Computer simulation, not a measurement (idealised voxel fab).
process module | voxel quadruple lines
cross-section cut | 265 nm wide | cells 5 nm
A cross-section is a grid of square cells, given in bands from the top down. A band is one or more rows of cells.
Each band's line starts with the height of the band's top and of its bottom, in nm. Then come its materials from left to right, each with its width in nm. One material with "throughout" fills the band from edge to edge. "air" is empty space.
Height 0 is the level under which the wafer as received is all one material. The lowest band goes on downwards, as in "0 down".
A width such as "30 to 40" changes by the same amount from each row of cells to the next, from the band's top row to its bottom row.
"no change" after a step means that no cell of the cross-section changed.
closed voids: empty space of 8 cells or more with no open way to the top, each as width x height at its distance from the left edge, in nm
after a step's settings: what the simulator itself notes on the step
overlay nm, on a step with a mask: how far to the right of its planned place the mask lay; to the left if negative
plan
1 op RECEIVE | material Si
2 op CONFORMAL_DEP | material SiO2 | thk nm 5
3 op DIRECTIONAL_DEP | material W | thk nm 10
4 op DIRECTIONAL_DEP | material polySi | thk nm 20
5 op DIRECTIONAL_DEP | material aC | thk nm 20
6 op PATTERN | tone cover | mask id MANDREL | material resist | width nm 25 | pitch nm 80 | thk nm 25 | overlay nm 0
7 op DIRECTIONAL_ETCH | etch materials aC | depth nm 20
8 op STRIP | etch materials resist
9 op CONFORMAL_DEP | material SiO2 | thk nm 15
10 op DIRECTIONAL_ETCH | etch materials SiO2 | depth nm 15
11 op STRIP | etch materials aC
12 op DIRECTIONAL_ETCH | etch materials polySi | depth nm 20
13 op STRIP | etch materials SiO2
14 op CONFORMAL_DEP | material SiN | thk nm 5
15 op DIRECTIONAL_ETCH | etch materials SiN | depth nm 5
16 op STRIP | etch materials polySi
17 op DIRECTIONAL_ETCH | etch materials W | depth nm 10
18 op STRIP | etch materials SiN
19 op FILL_DEP | material lowk | thk nm 10
20 op CMP | height nm 15
as received, after step 1
  0 down: Si throughout
  closed voids: none
a wafer at the end: this start, this plan, one mistake
  15 to 5: polySi throughout
  5 to 0: SiO2 throughout
  0 down: Si throughout
  closed voids: none
what went wrong: steps 3 and 4 were swapped
